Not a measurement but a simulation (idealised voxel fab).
Documented hereafter: the process module known as voxel local oxidation.
This is section cut - it's 215 nm across, gridded in 5 nm square cells.
Heads up, the way a cross-section reads in here is a grid of square cells, handed over as bands from the top down, with every band being one or more rows of cells.
The entry gives the band's vertical extent as a top height and a bottom height in nm, then its horizontal make-up as materials from left to right, each with a width in nm. "air" stands for empty space; a single material marked "everywhere" fills the band edge to edge.
Zero point of the height axis is 0; under it, received wafer = one material. Lowest band: continues down indefinitely, "from 0 down".
The width entry "30..40" should be interpreted row by row: the top row of cells in the band takes the first number, the bottom row takes the second number, and the change between adjacent rows is uniform throughout.
"left unchanged" means the step left every cell of the cross-section as it was.
"Voids, fully enclosed" means: voids of 8 cells or more that are shut off from the top with no open way through. Written width x height at distance, distance from the left edge, in nm.
That trailing text on a step's line, after the settings, is the simulator's own remark on the step.
"overlay nm" denotes, for a step that has a mask, the displacement of the mask to the right of its planned place, with negative values corresponding to the left.

**So here's the lineup of process steps we planned**
1) op RECEIVE | material Si
2) op CONFORMAL_DEP | material SiO2 | thk nm 5
3) op CONFORMAL_DEP | material SiN | thk nm 10
4) op MASKED_ETCH | tone cover | mask id ACTIVE | width nm 80 | etch materials SiN | depth nm 10 | overlay nm 0
5) op SELECTIVE_ETCH | etch materials SiO2 | depth nm 5
6) op OXIDIZE | depth nm 10
7) op STRIP | etch materials SiN
Where the wafers of this document differ is in the width nm of step 4; they start out the same, and the plan states the value that applied to the first wafer.

**The first of several wafers as received, shown in cross-section; this is its state after step 1**
  from 0 down: Si everywhere
  Voids, fully enclosed: none

**The first of several wafers, seen in cross-section after the module's last step, step 7**
  from 5 to 0: 70 nm air | 70 nm SiO2 | 75 nm air
  from 0 to -10: 80 nm SiO2 | 50 nm Si | 85 nm SiO2
  from -10 down: Si everywhere
  Voids, fully enclosed: none

**Cross-section, module end, final of several wafers**
  from 5 to 0: 60 nm air | 95 nm SiO2 | 60 nm air
  from 0 to -10: 70 nm SiO2 | 75 nm Si | 70 nm SiO2
  from -10 down: Si everywhere
  Voids, fully enclosed: none

**So in this table every wafer gets its own row, and what you see is where it stands at the end of the module: for each material, how many cells it picked up (+) or gave up (-) since we received it, and after that its closed voids**
width nm 80, -66 Si, +80 SiO2, Voids, fully enclosed: none
width nm 85, -64 Si, +79 SiO2, Voids, fully enclosed: none
width nm 90, -62 Si, +78 SiO2, Voids, fully enclosed: none
width nm 95, -60 Si, +77 SiO2, Voids, fully enclosed: none
width nm 100, -58 Si, +76 SiO2, Voids, fully enclosed: none
width nm 105, -56 Si, +75 SiO2, Voids, fully enclosed: none
